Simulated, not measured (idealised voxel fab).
Module name: voxel transistor to metal (process module)
Each square cell in cross-section cut measures 5 nm, and the section as a whole is 205 nm wide.
In what follows, cross-sections appear as grids of square cells, described through bands that run from the top down, where every band is one or more rows of cells. Read a band's entry like this: the first values are the height of its top and the height of its bottom in nm, and what follows is the sequence of materials from left to right, each with its width in nm. Note that "air" is empty space, and that a single material marked "everywhere" reaches across the band from edge to edge. Counting heights begins at 0, where everything beneath is, in the wafer as received, one material. The lowest band has no bottom; it goes on downwards, as "top 0, no bottom" shows. The expression "30 to 40" gives the width at the extremes of the band, the first number at its top row of cells and the second at its bottom row, with the width changing by equal amounts from each row to the next in between. When a step is marked "identical to before", none of the cells in the cross-section changed during that step. For the entry "Closed void inventory", the listed items are empty spaces with no open way to the top whose size is 8 cells or more; each item follows the pattern width x height at distance, where distance is from the left edge and all three are in nm. That trailing text on a step's line, after the settings, is the simulator's own remark on the step. overlay nm: mask offset rightward from planned place, masked step; negative means leftward offset.
**Steps in the process plan**
1 RECEIVE (material Si)
2 CONFORMAL_DEP (material SiO2; thk nm 5)
3 CONFORMAL_DEP (material SiN; thk nm 15)
4 DIRECTIONAL_DEP (material aC; thk nm 15)
5 PATTERN (tone cover; mask id ACTIVE; material resist; width nm 105; thk nm 30; overlay nm 0)
6 DIRECTIONAL_ETCH (etch materials aC; depth nm 15)
7 STRIP (etch materials resist)
8 DIRECTIONAL_ETCH (etch materials SiN; depth nm 15)
9 DIRECTIONAL_ETCH (etch materials SiO2; depth nm 5)
10 DIRECTIONAL_ETCH (etch materials Si; depth nm 35)
11 STRIP (etch materials aC)
12 FILL_DEP (material SiO2; thk nm 15)
13 CMP (height nm 20)
14 SELECTIVE_ETCH (etch materials SiO2; depth nm 15)
15 STRIP (etch materials SiN)
16 SELECTIVE_ETCH (etch materials SiO2; depth nm 5)
17 OXIDIZE (depth nm 5)
18 DIRECTIONAL_DEP (material polySi; thk nm 20)
19 DIRECTIONAL_DEP (material SiCN; thk nm 10)
20 MASKED_ETCH (tone cover; mask id GATE; width nm 25; etch materials SiCN; depth nm 20; overlay nm 0)
21 MASKED_ETCH (tone cover; mask id GATE; width nm 25; etch materials polySi; depth nm 30; overlay nm 0)
22 CONFORMAL_DEP (material SiO2; thk nm 5)
23 DIRECTIONAL_ETCH (etch materials SiO2; depth nm 5)
24 CONFORMAL_DEP (material SiN; thk nm 10)
25 DIRECTIONAL_ETCH (etch materials SiN; depth nm 10)
26 DIRECTIONAL_ETCH (etch materials SiO2; depth nm 5)
27 DIRECTIONAL_ETCH (etch materials Si; depth nm 15)
28 EPI (material nSi; thk nm 15)
29 FILL_DEP (material SiO2; thk nm 5)
30 CMP (height nm 30)
31 DIRECTIONAL_DEP (material SiO2; thk nm 15)
32 PATTERN (tone open; mask id CONTACT; material resist; width nm 25; pitch nm 60; thk nm 20; overlay nm 0)
33 DIRECTIONAL_ETCH (etch materials SiO2; depth nm 35)
34 STRIP (etch materials resist)
35 CONFORMAL_DEP (material TiN; thk nm 5)
36 FILL_DEP (material Ru; thk nm 5)
37 CMP (height nm 45)
38 DIRECTIONAL_DEP (material TiN; thk nm 5)
39 DIRECTIONAL_DEP (material Ru; thk nm 20)
40 PATTERN (tone cover; mask id METAL_1; material resist; width nm 15; pitch nm 70; thk nm 20; overlay nm 0)
41 DIRECTIONAL_ETCH (etch materials Ru; depth nm 20)
42 DIRECTIONAL_ETCH (etch materials TiN; depth nm 5)
43 STRIP (etch materials resist)
44 CONFORMAL_DEP (material SiN; thk nm 5)
45 FILL_DEP (material SiO2; thk nm 5)
46 CMP (height nm 70)
47 CONFORMAL_DEP (material SiN; thk nm 5)
**Here's what the wafer looked like in cross-section when it arrived - that's after step 1**
- top 0, no bottom  Si everywhere
- Closed void inventory: none
**End-of-module XS, first of two wafers, run as planned**
- top 75, bottom 70  SiN everywhere
- top 70, bottom 50  SiO2 (55), then SiN (5), then Ru (15), then SiN (5), then SiO2 (45), then SiN (5), then Ru (15), then SiN (5), then SiO2 (55)
- top 50, bottom 45  SiN (60), then TiN (15), then SiN (55), then TiN (15), then SiN (60)
- top 45, bottom 35  SiO2 (60), then TiN (5), then Ru (15), then TiN (5), then SiO2 (35), then TiN (5), then Ru (15), then TiN (5), then SiO2 (60)
- top 35, bottom 30  SiO2 (60), then TiN (5), then Ru (5), then TiN (15), then SiO2 (35), then TiN (15), then Ru (5), then TiN (5), then SiO2 (60)
- top 30, bottom 20  SiO2 (60), then TiN (5), then Ru (5), then TiN (5), then SiN (10), then SiO2 (5), then SiCN (25), then SiO2 (5), then SiN (10), then TiN (5), then Ru (5), then TiN (5), then SiO2 (60)
- top 20, bottom 15  SiO2 (60), then TiN (5), then Ru (5), then TiN (5), then SiN (10), then SiO2 (5), then polySi (25), then SiO2 (5), then SiN (10), then TiN (5), then Ru (5), then TiN (5), then SiO2 (60)
- top 15, bottom 10  SiO2 (60), then TiN (15), then SiN (10), then SiO2 (5), then polySi (25), then SiO2 (5), then SiN (10), then TiN (15), then SiO2 (60)
- top 10, bottom 0  SiO2 (60), then nSi (15), then SiN (10), then SiO2 (5), then polySi (25), then SiO2 (5), then SiN (10), then nSi (15), then SiO2 (60)
- top 0, bottom -5  SiO2 (60), then nSi (15), then SiO2 (55), then nSi (15), then SiO2 (60)
- top -5, bottom -20  SiO2 (50), then nSi (25), then Si (55), then nSi (25), then SiO2 (50)
- top -20, bottom -35  SiO2 (50), then Si (105), then SiO2 (50)
- top -35, no bottom  Si everywhere
- Closed void inventory: none
**Module end: cross-section of wafer two of two. Same start and process plan as the first wafer. One mistake during execution**
- top 75, bottom 70  SiN everywhere
- top 70, bottom 50  SiO2 (55), then SiN (5), then Ru (15), then SiN (5), then SiO2 (45), then SiN (5), then Ru (15), then SiN (5), then SiO2 (55)
- top 50, bottom 45  SiN (60), then TiN (15), then SiN (55), then TiN (15), then SiN (60)
- top 45, bottom 35  SiO2 (60), then TiN (5), then Ru (15), then TiN (5), then SiO2 (35), then TiN (5), then Ru (15), then TiN (5), then SiO2 (60)
- top 35, bottom 30  SiO2 (60), then TiN (5), then Ru (10), then TiN (10), then SiO2 (35), then TiN (10), then Ru (10), then TiN (5), then SiO2 (60)
- top 30, bottom 20  SiO2 (60), then TiN (5), then Ru (10), then TiN (5), then SiN (10), then SiCN (25), then SiN (10), then TiN (5), then Ru (10), then TiN (5), then SiO2 (60)
- top 20, bottom 15  SiO2 (60), then TiN (5), then Ru (10), then TiN (5), then SiN (10), then polySi (25), then SiN (10), then TiN (5), then Ru (10), then TiN (5), then SiO2 (60)
- top 15, bottom 10  SiO2 (60), then TiN (20), then SiN (10), then polySi (25), then SiN (10), then TiN (20), then SiO2 (60)
- top 10, bottom 0  SiO2 (65), then nSi (15), then SiN (10), then polySi (25), then SiN (10), then nSi (15), then SiO2 (65)
- top 0, bottom -5  SiO2 (65), then nSi (15), then SiN (10), then SiO2 (25), then SiN (10), then nSi (15), then SiO2 (65)
- top -5, bottom -10  SiO2 (45), then nSi (35), then Si (45), then nSi (35), then SiO2 (45)
- top -10, bottom -20  SiO2 (50), then nSi (30), then Si (45), then nSi (30), then SiO2 (50)
- top -20, bottom -35  SiO2 (50), then Si (105), then SiO2 (50)
- top -35, no bottom  Si everywhere
- Closed void inventory: none
Against the plan, the run slipped here: the plan's step 22 went unexecuted, having been skipped
At the finish, the second wafer shows more or fewer cells for some materials than the first does: Ru: 8 more, Si: 6 fewer, SiN: 4 more, SiO2: 14 fewer, nSi: 8 more
